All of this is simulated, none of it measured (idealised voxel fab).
This section sets out a process module, namely voxel quadruple lines.
Square cells of 5 nm make up the cross-section cut, whose width is 170 nm.
Square cells in a grid make up a cross-section in this document, and the grid is given as bands, listed from the top down, each one or more rows of cells. Basically the band line says how high the top is and how high the bottom is, in nm, and then what's in it from left to right, every material with its width in nm. Empty space shows up as "air", and if a single material carries "edge to edge" it runs the full band edge to edge. Ref level 0: as-received wafer is one material below here. Bottom band extends down with no lower bound ("0 -> down"). Top row gets the first number, bottom row gets the second, and each row in between changes by the same step: that is how a band width like "30..40" works. A step reported as "stayed the same" is a step in which no cell of the cross-section changed. "Closed-off voids" specifies each empty space that is not open to the top and that occupies no fewer than 8 cells, using the form width x height at distance, the distance measured from the left edge and all three quantities in nm. Post-settings text on a step line: simulator's own remark regarding the step. If you see "overlay nm" on a step's line and that step has a mask, it's telling you how far right of where it was planned the mask ended up; a negative number means it went left instead.

Planned step list for the process
step 1: RECEIVE [material Si]
step 2: CONFORMAL_DEP [material Al2O3] [thk nm 5]
step 3: DIRECTIONAL_DEP [material W] [thk nm 10]
step 4: DIRECTIONAL_DEP [material polySi] [thk nm 15]
step 5: DIRECTIONAL_DEP [material aC] [thk nm 20]
step 6: PATTERN [tone cover] [mask id MANDREL] [material resist] [width nm 20] [pitch nm 60] [thk nm 30] [overlay nm 0]
step 7: DIRECTIONAL_ETCH [etch materials aC] [depth nm 20]
step 8: STRIP [etch materials resist]
step 9: CONFORMAL_DEP [material SiO2] [thk nm 10]
step 10: DIRECTIONAL_ETCH [etch materials SiO2] [depth nm 10]
step 11: STRIP [etch materials aC]
step 12: DIRECTIONAL_ETCH [etch materials polySi] [depth nm 15]
step 13: STRIP [etch materials SiO2]
step 14: CONFORMAL_DEP [material SiCN] [thk nm 5]
step 15: DIRECTIONAL_ETCH [etch materials SiCN] [depth nm 5]
step 16: STRIP [etch materials polySi]
step 17: DIRECTIONAL_ETCH [etch materials W] [depth nm 10]
step 18: STRIP [etch materials SiCN]
step 19: FILL_DEP [material SiO2] [thk nm 10]
step 20: CMP [height nm 15]

First of two wafers - as planned

Cross-section: wafer on arrival = after step 1
    0 -> down = Si edge to edge
    Closed-off voids: none

Wafer after step 2 (cross-section)
    5 -> 0 = Al2O3 edge to edge
    No changes below 0.

Wafer after step 3 (cross-section)
    15 -> 5 = W edge to edge
    No changes below 5.

Wafer after step 4 (cross-section)
    30 -> 15 = polySi edge to edge
    No changes below 15.

Wafer after step 5 (cross-section)
    50 -> 30 = aC edge to edge
    No changes below 30.

Wafer after step 6 (cross-section)
    80 -> 50 = 45 air | 20 resist | 40 air | 20 resist | 45 air
    No changes below 50.

Wafer after step 7 (cross-section)
    60 -> 50 = 45 air | 20 resist | 40 air | 20 resist | 45 air
    50 -> 30 = 45 air | 20 aC | 40 air | 20 aC | 45 air
    No changes below 30.

Wafer after step 8 (cross-section)
    50 -> 30 = 45 air | 20 aC | 40 air | 20 aC | 45 air
    No changes below 30.

Wafer after step 9 (cross-section)
    60 -> 50 = 35 air | 40 SiO2 | 20 air | 40 SiO2 | 35 air
    50 -> 40 = 35 air | 10 SiO2 | 20 aC | 10 SiO2 | 20 air | 10 SiO2 | 20 aC | 10 SiO2 | 35 air
    40 -> 30 = 45 SiO2 | 20 aC | 40 SiO2 | 20 aC | 45 SiO2
    No changes below 30.

Wafer after step 10 (cross-section)
    50 -> 30 = 35 air | 10 SiO2 | 20 aC | 10 SiO2 | 20 air | 10 SiO2 | 20 aC | 10 SiO2 | 35 air
    No changes below 30.

Wafer after step 11 (cross-section)
    50 -> 30 = 35 air | 10 SiO2 | 20 air | 10 SiO2 | 20 air | 10 SiO2 | 20 air | 10 SiO2 | 35 air
    No changes below 30.

Wafer after step 12 (cross-section)
    50 -> 30 = 35 air | 10 SiO2 | 20 air | 10 SiO2 | 20 air | 10 SiO2 | 20 air | 10 SiO2 | 35 air
    30 -> 15 = 35 air | 10 polySi | 20 air | 10 polySi | 20 air | 10 polySi | 20 air | 10 polySi | 35 air
    No changes below 15.

Wafer after step 13 (cross-section)
    30 -> 15 = 35 air | 10 polySi | 20 air | 10 polySi | 20 air | 10 polySi | 20 air | 10 polySi | 35 air
    No changes below 15.

Wafer after step 14 (cross-section)
    35 -> 30 = 30 air | 20 SiCN | 10 air | 20 SiCN | 10 air | 20 SiCN | 10 air | 20 SiCN | 30 air
    30 -> 20 = 30 air | 5 SiCN | 10 polySi | 5 SiCN | 10 air | 5 SiCN | 10 polySi | 5 SiCN | 10 air | 5 SiCN | 10 polySi | 5 SiCN | 10 air | 5 SiCN | 10 polySi | 5 SiCN | 30 air
    20 -> 15 = 35 SiCN | 10 polySi | 20 SiCN | 10 polySi | 20 SiCN | 10 polySi | 20 SiCN | 10 polySi | 35 SiCN
    No changes below 15.

Wafer after step 15 (cross-section)
    30 -> 15 = 30 air | 5 SiCN | 10 polySi | 5 SiCN | 10 air | 5 SiCN | 10 polySi | 5 SiCN | 10 air | 5 SiCN | 10 polySi | 5 SiCN | 10 air | 5 SiCN | 10 polySi | 5 SiCN | 30 air
    No changes below 15.

Wafer after step 16 (cross-section)
    30 -> 15 = 30 air | 5 SiCN | 10 air | 5 SiCN | 10 air | 5 SiCN | 10 air | 5 SiCN | 10 air | 5 SiCN | 10 air | 5 SiCN | 10 air | 5 SiCN | 10 air | 5 SiCN | 30 air
    No changes below 15.

Wafer after step 17 (cross-section)
    30 -> 15 = 30 air | 5 SiCN | 10 air | 5 SiCN | 10 air | 5 SiCN | 10 air | 5 SiCN | 10 air | 5 SiCN | 10 air | 5 SiCN | 10 air | 5 SiCN | 10 air | 5 SiCN | 30 air
    15 -> 5 = 30 air | 5 W | 10 air | 5 W | 10 air | 5 W | 10 air | 5 W | 10 air | 5 W | 10 air | 5 W | 10 air | 5 W | 10 air | 5 W | 30 air
    No changes below 5.

Wafer after step 18 (cross-section)
    15 -> 5 = 30 air | 5 W | 10 air | 5 W | 10 air | 5 W | 10 air | 5 W | 10 air | 5 W | 10 air | 5 W | 10 air | 5 W | 10 air | 5 W | 30 air
    No changes below 5.

Wafer after step 19 (cross-section)
    25 -> 15 = SiO2 edge to edge
    15 -> 5 = 30 SiO2 | 5 W | 10 SiO2 | 5 W | 10 SiO2 | 5 W | 10 SiO2 | 5 W | 10 SiO2 | 5 W | 10 SiO2 | 5 W | 10 SiO2 | 5 W | 10 SiO2 | 5 W | 30 SiO2
    No changes below 5.

Wafer after step 20 (cross-section)
    15 -> 5 = 30 SiO2 | 5 W | 10 SiO2 | 5 W | 10 SiO2 | 5 W | 10 SiO2 | 5 W | 10 SiO2 | 5 W | 10 SiO2 | 5 W | 10 SiO2 | 5 W | 10 SiO2 | 5 W | 30 SiO2
    No changes below 5.

Now the other wafer: same start, same recipe, but we messed up one thing when running it. Up to and including step 8 it's the same as the first one

Second wafer, cross-section, planned end of step 9
    55 -> 50 = 40 air | 30 SiO2 | 30 air | 30 SiO2 | 40 air
    50 -> 35 = 40 air | 5 SiO2 | 20 aC | 5 SiO2 | 30 air | 5 SiO2 | 20 aC | 5 SiO2 | 40 air
    35 -> 30 = 45 SiO2 | 20 aC | 40 SiO2 | 20 aC | 45 SiO2
    No changes below 30.

Second wafer, cross-section, planned end of step 10
    50 -> 45 = 45 air | 20 aC | 40 air | 20 aC | 45 air
    45 -> 30 = 40 air | 5 SiO2 | 20 aC | 5 SiO2 | 30 air | 5 SiO2 | 20 aC | 5 SiO2 | 40 air
    No changes below 30.

Second wafer, cross-section, planned end of step 11
    45 -> 30 = 40 air | 5 SiO2 | 20 air | 5 SiO2 | 30 air | 5 SiO2 | 20 air | 5 SiO2 | 40 air
    No changes below 30.

Second wafer, cross-section, planned end of step 12
    45 -> 30 = 40 air | 5 SiO2 | 20 air | 5 SiO2 | 30 air | 5 SiO2 | 20 air | 5 SiO2 | 40 air
    30 -> 15 = 40 air | 5 polySi | 20 air | 5 polySi | 30 air | 5 polySi | 20 air | 5 polySi | 40 air
    No changes below 15.

Second wafer, cross-section, planned end of step 13
    30 -> 15 = 40 air | 5 polySi | 20 air | 5 polySi | 30 air | 5 polySi | 20 air | 5 polySi | 40 air
    No changes below 15.

Second wafer, cross-section, planned end of step 14
    35 -> 30 = 35 air | 15 SiCN | 10 air | 15 SiCN | 20 air | 15 SiCN | 10 air | 15 SiCN | 35 air
    30 -> 20 = 35 air | 5 SiCN | 5 polySi | 5 SiCN | 10 air | 5 SiCN | 5 polySi | 5 SiCN | 20 air | 5 SiCN | 5 polySi | 5 SiCN | 10 air | 5 SiCN | 5 polySi | 5 SiCN | 35 air
    20 -> 15 = 40 SiCN | 5 polySi | 20 SiCN | 5 polySi | 30 SiCN | 5 polySi | 20 SiCN | 5 polySi | 40 SiCN
    No changes below 15.

Second wafer, cross-section, planned end of step 15
    30 -> 15 = 35 air | 5 SiCN | 5 polySi | 5 SiCN | 10 air | 5 SiCN | 5 polySi | 5 SiCN | 20 air | 5 SiCN | 5 polySi | 5 SiCN | 10 air | 5 SiCN | 5 polySi | 5 SiCN | 35 air
    No changes below 15.

Second wafer, cross-section, planned end of step 16
    30 -> 15 = 35 air | 5 SiCN | 5 air | 5 SiCN | 10 air | 5 SiCN | 5 air | 5 SiCN | 20 air | 5 SiCN | 5 air | 5 SiCN | 10 air | 5 SiCN | 5 air | 5 SiCN | 35 air
    No changes below 15.

Second wafer, cross-section, planned end of step 17
    30 -> 15 = 35 air | 5 SiCN | 5 air | 5 SiCN | 10 air | 5 SiCN | 5 air | 5 SiCN | 20 air | 5 SiCN | 5 air | 5 SiCN | 10 air | 5 SiCN | 5 air | 5 SiCN | 35 air
    15 -> 5 = 35 air | 5 W | 5 air | 5 W | 10 air | 5 W | 5 air | 5 W | 20 air | 5 W | 5 air | 5 W | 10 air | 5 W | 5 air | 5 W | 35 air
    No changes below 5.

Second wafer, cross-section, planned end of step 18
    15 -> 5 = 35 air | 5 W | 5 air | 5 W | 10 air | 5 W | 5 air | 5 W | 20 air | 5 W | 5 air | 5 W | 10 air | 5 W | 5 air | 5 W | 35 air
    No changes below 5.

Second wafer, cross-section, planned end of step 19
    25 -> 15 = SiO2 edge to edge
    15 -> 5 = 35 SiO2 | 5 W | 5 SiO2 | 5 W | 10 SiO2 | 5 W | 5 SiO2 | 5 W | 20 SiO2 | 5 W | 5 SiO2 | 5 W | 10 SiO2 | 5 W | 5 SiO2 | 5 W | 35 SiO2
    No changes below 5.

Second wafer, cross-section, planned end of step 20
    15 -> 5 = 35 SiO2 | 5 W | 5 SiO2 | 5 W | 10 SiO2 | 5 W | 5 SiO2 | 5 W | 20 SiO2 | 5 W | 5 SiO2 | 5 W | 10 SiO2 | 5 W | 5 SiO2 | 5 W | 35 SiO2
    No changes below 5.
Where did the run depart from the plan? step 9 changed vs plan, executed as CONFORMAL_DEP [material SiO2] [thk nm 5]
Both wafers, final: cells per material equal; arrangement not.
